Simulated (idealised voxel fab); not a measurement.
The document below concerns the process module designated voxel fin reveal.
Section cut is 160 nm wide and gridded with 5 nm square cells.
A cross-section in this document is a grid of square cells, and it is written down as bands, the top band listed before the ones below it; a band is made up of one or more rows of cells. Basically the band line says how high the top is and how high the bottom is, in nm, and then what's in it from left to right, every material with its width in nm. Empty space shows up as "empty", and if a single material carries "edge to edge" it runs the full band edge to edge. Counting heights begins at 0, where everything beneath is, in the wafer as received, one material. The lowest band has no bottom; it goes on downwards, as "0..down" shows. Graded width ("30->40"): value in top row of band = first number; value in bottom row = second number; row-to-row change constant. Where the words "nothing different" appear for a step, the cross-section shows no cell changed by that step; every cell remained as before. Look at "Completely enclosed voids" for the closed voids: empty spaces with no open path to the top, sized 8 cells or up. Each is width x height at distance, distance from the left edge, all nm. If you see something after the settings on a step's line, that's the simulator's own remark about that step. Steps that use a mask can have "overlay nm" on their line. It says how far the mask sat to the right of where it was meant to be. Negative means to the left.

Planned process steps
1,op RECEIVE | material Si
2,op CONFORMAL_DEP | material SiN | thk nm 10
3,op PATTERN | tone cover | mask id FINS | material resist | width nm 15 | pitch nm 40 | thk nm 20 | overlay nm 0
4,op DIRECTIONAL_ETCH | etch materials SiN | depth nm 10
5,op DIRECTIONAL_ETCH | etch materials Si | depth nm 30
6,op STRIP | etch materials resist
7,op OXIDIZE | depth nm 5
8,op FILL_DEP | material SiO2 | thk nm 5
9,op CMP | height nm 10
10,op SELECTIVE_ETCH | etch materials SiO2 | depth nm 25
11,op STRIP | etch materials SiN
12,op CONFORMAL_DEP | material HfO2 | thk nm 5

The first of a set of two wafers, run to plan

Wafer as received: cross-section following step 1
  0..down | Si edge to edge
  Completely enclosed voids: none

So this is the wafer cross-section right after step 2
  10..0 | SiN edge to edge
  Everything below 0 is unchanged.

So this is the wafer cross-section right after step 3
  30..10 | 30 nm empty | 15 nm resist | 25 nm empty | 15 nm resist | 25 nm empty | 15 nm resist | 35 nm empty
  Everything below 10 is unchanged.

So this is the wafer cross-section right after step 4
  30..10 | 30 nm empty | 15 nm resist | 25 nm empty | 15 nm resist | 25 nm empty | 15 nm resist | 35 nm empty
  10..0 | 30 nm empty | 15 nm SiN | 25 nm empty | 15 nm SiN | 25 nm empty | 15 nm SiN | 35 nm empty
  Everything below 0 is unchanged.

So this is the wafer cross-section right after step 5
  30..10 | 30 nm empty | 15 nm resist | 25 nm empty | 15 nm resist | 25 nm empty | 15 nm resist | 35 nm empty
  10..0 | 30 nm empty | 15 nm SiN | 25 nm empty | 15 nm SiN | 25 nm empty | 15 nm SiN | 35 nm empty
  0..-30 | 30 nm empty | 15 nm Si | 25 nm empty | 15 nm Si | 25 nm empty | 15 nm Si | 35 nm empty
  Everything below -30 is unchanged.

So this is the wafer cross-section right after step 6
  10..0 | 30 nm empty | 15 nm SiN | 25 nm empty | 15 nm SiN | 25 nm empty | 15 nm SiN | 35 nm empty
  Everything below 0 is unchanged.

So this is the wafer cross-section right after step 7
  10..0 | 30 nm empty | 15 nm SiN | 25 nm empty | 15 nm SiN | 25 nm empty | 15 nm SiN | 35 nm empty
  0..-30 | 30 nm empty | 5 nm SiO2 | 5 nm Si | 5 nm SiO2 | 25 nm empty | 5 nm SiO2 | 5 nm Si | 5 nm SiO2 | 25 nm empty | 5 nm SiO2 | 5 nm Si | 5 nm SiO2 | 35 nm empty
  -30..-35 | 35 nm SiO2 | 5 nm Si | 35 nm SiO2 | 5 nm Si | 35 nm SiO2 | 5 nm Si | 40 nm SiO2
  Everything below -35 is unchanged.

So this is the wafer cross-section right after step 8
  15..10 | SiO2 edge to edge
  10..0 | 30 nm SiO2 | 15 nm SiN | 25 nm SiO2 | 15 nm SiN | 25 nm SiO2 | 15 nm SiN | 35 nm SiO2
  0..-35 | 35 nm SiO2 | 5 nm Si | 35 nm SiO2 | 5 nm Si | 35 nm SiO2 | 5 nm Si | 40 nm SiO2
  Everything below -35 is unchanged.

So this is the wafer cross-section right after step 9
  10..0 | 30 nm SiO2 | 15 nm SiN | 25 nm SiO2 | 15 nm SiN | 25 nm SiO2 | 15 nm SiN | 35 nm SiO2
  Everything below 0 is unchanged.

So this is the wafer cross-section right after step 10
  10..0 | 30 nm empty | 15 nm SiN | 25 nm empty | 15 nm SiN | 25 nm empty | 15 nm SiN | 35 nm empty
  0..-15 | 35 nm empty | 5 nm Si | 35 nm empty | 5 nm Si | 35 nm empty | 5 nm Si | 40 nm empty
  Everything below -15 is unchanged.

So this is the wafer cross-section right after step 11
  0..-15 | 35 nm empty | 5 nm Si | 35 nm empty | 5 nm Si | 35 nm empty | 5 nm Si | 40 nm empty
  Everything below -15 is unchanged.

So this is the wafer cross-section right after step 12
  5..0 | 30 nm empty | 15 nm HfO2 | 25 nm empty | 15 nm HfO2 | 25 nm empty | 15 nm HfO2 | 35 nm empty
  0..-10 | 30 nm empty | 5 nm HfO2 | 5 nm Si | 5 nm HfO2 | 25 nm empty | 5 nm HfO2 | 5 nm Si | 5 nm HfO2 | 25 nm empty | 5 nm HfO2 | 5 nm Si | 5 nm HfO2 | 35 nm empty
  -10..-15 | 35 nm HfO2 | 5 nm Si | 35 nm HfO2 | 5 nm Si | 35 nm HfO2 | 5 nm Si | 40 nm HfO2
  Everything below -15 is unchanged.

Second wafer: same start and same plan as the first, one execution error; identical to the first through step 2

X-section, second wafer, when step 3 was due to finish
  30..10 | 30 nm resist | 15 nm empty | 25 nm resist | 15 nm empty | 25 nm resist | 15 nm empty | 35 nm resist
  Everything below 10 is unchanged.

X-section, second wafer, when step 4 was due to finish
  30..10 | 30 nm resist | 15 nm empty | 25 nm resist | 15 nm empty | 25 nm resist | 15 nm empty | 35 nm resist
  10..0 | 30 nm SiN | 15 nm empty | 25 nm SiN | 15 nm empty | 25 nm SiN | 15 nm empty | 35 nm SiN
  Everything below 0 is unchanged.

X-section, second wafer, when step 5 was due to finish
  30..10 | 30 nm resist | 15 nm empty | 25 nm resist | 15 nm empty | 25 nm resist | 15 nm empty | 35 nm resist
  10..0 | 30 nm SiN | 15 nm empty | 25 nm SiN | 15 nm empty | 25 nm SiN | 15 nm empty | 35 nm SiN
  0..-30 | 30 nm Si | 15 nm empty | 25 nm Si | 15 nm empty | 25 nm Si | 15 nm empty | 35 nm Si
  Everything below -30 is unchanged.

X-section, second wafer, when step 6 was due to finish
  10..0 | 30 nm SiN | 15 nm empty | 25 nm SiN | 15 nm empty | 25 nm SiN | 15 nm empty | 35 nm SiN
  Everything below 0 is unchanged.

X-section, second wafer, when step 7 was due to finish
  10..0 | 30 nm SiN | 15 nm empty | 25 nm SiN | 15 nm empty | 25 nm SiN | 15 nm empty | 35 nm SiN
  0..-30 | 25 nm Si | 5 nm SiO2 | 15 nm empty | 5 nm SiO2 | 15 nm Si | 5 nm SiO2 | 15 nm empty | 5 nm SiO2 | 15 nm Si | 5 nm SiO2 | 15 nm empty | 5 nm SiO2 | 30 nm Si
  -30..-35 | 25 nm Si | 25 nm SiO2 | 15 nm Si | 25 nm SiO2 | 15 nm Si | 25 nm SiO2 | 30 nm Si
  Everything below -35 is unchanged.

X-section, second wafer, when step 8 was due to finish
  15..10 | SiO2 edge to edge
  10..0 | 30 nm SiN | 15 nm SiO2 | 25 nm SiN | 15 nm SiO2 | 25 nm SiN | 15 nm SiO2 | 35 nm SiN
  0..-35 | 25 nm Si | 25 nm SiO2 | 15 nm Si | 25 nm SiO2 | 15 nm Si | 25 nm SiO2 | 30 nm Si
  Everything below -35 is unchanged.

X-section, second wafer, when step 9 was due to finish
  10..0 | 30 nm SiN | 15 nm SiO2 | 25 nm SiN | 15 nm SiO2 | 25 nm SiN | 15 nm SiO2 | 35 nm SiN
  Everything below 0 is unchanged.

X-section, second wafer, when step 10 was due to finish
  10..0 | 30 nm SiN | 15 nm empty | 25 nm SiN | 15 nm empty | 25 nm SiN | 15 nm empty | 35 nm SiN
  0..-15 | 25 nm Si | 25 nm empty | 15 nm Si | 25 nm empty | 15 nm Si | 25 nm empty | 30 nm Si
  Everything below -15 is unchanged.

X-section, second wafer, when step 11 was due to finish
  0..-15 | 25 nm Si | 25 nm empty | 15 nm Si | 25 nm empty | 15 nm Si | 25 nm empty | 30 nm Si
  Everything below -15 is unchanged.

X-section, second wafer, when step 12 was due to finish
  5..0 | 30 nm HfO2 | 15 nm empty | 25 nm HfO2 | 15 nm empty | 25 nm HfO2 | 15 nm empty | 35 nm HfO2
  0..-10 | 25 nm Si | 5 nm HfO2 | 15 nm empty | 5 nm HfO2 | 15 nm Si | 5 nm HfO2 | 15 nm empty | 5 nm HfO2 | 15 nm Si | 5 nm HfO2 | 15 nm empty | 5 nm HfO2 | 30 nm Si
  -10..-15 | 25 nm Si | 25 nm HfO2 | 15 nm Si | 25 nm HfO2 | 15 nm Si | 25 nm HfO2 | 30 nm Si
  Everything below -15 is unchanged.
Error vs. plan: step 3: run off-plan, actual operation and settings op PATTERN | tone open | mask id FINS | material resist | width nm 15 | pitch nm 40 | thk nm 20 | overlay nm 0
Final difference in cells, second wafer against first, listed per material as more or fewer: +98 Si; -56 SiO2
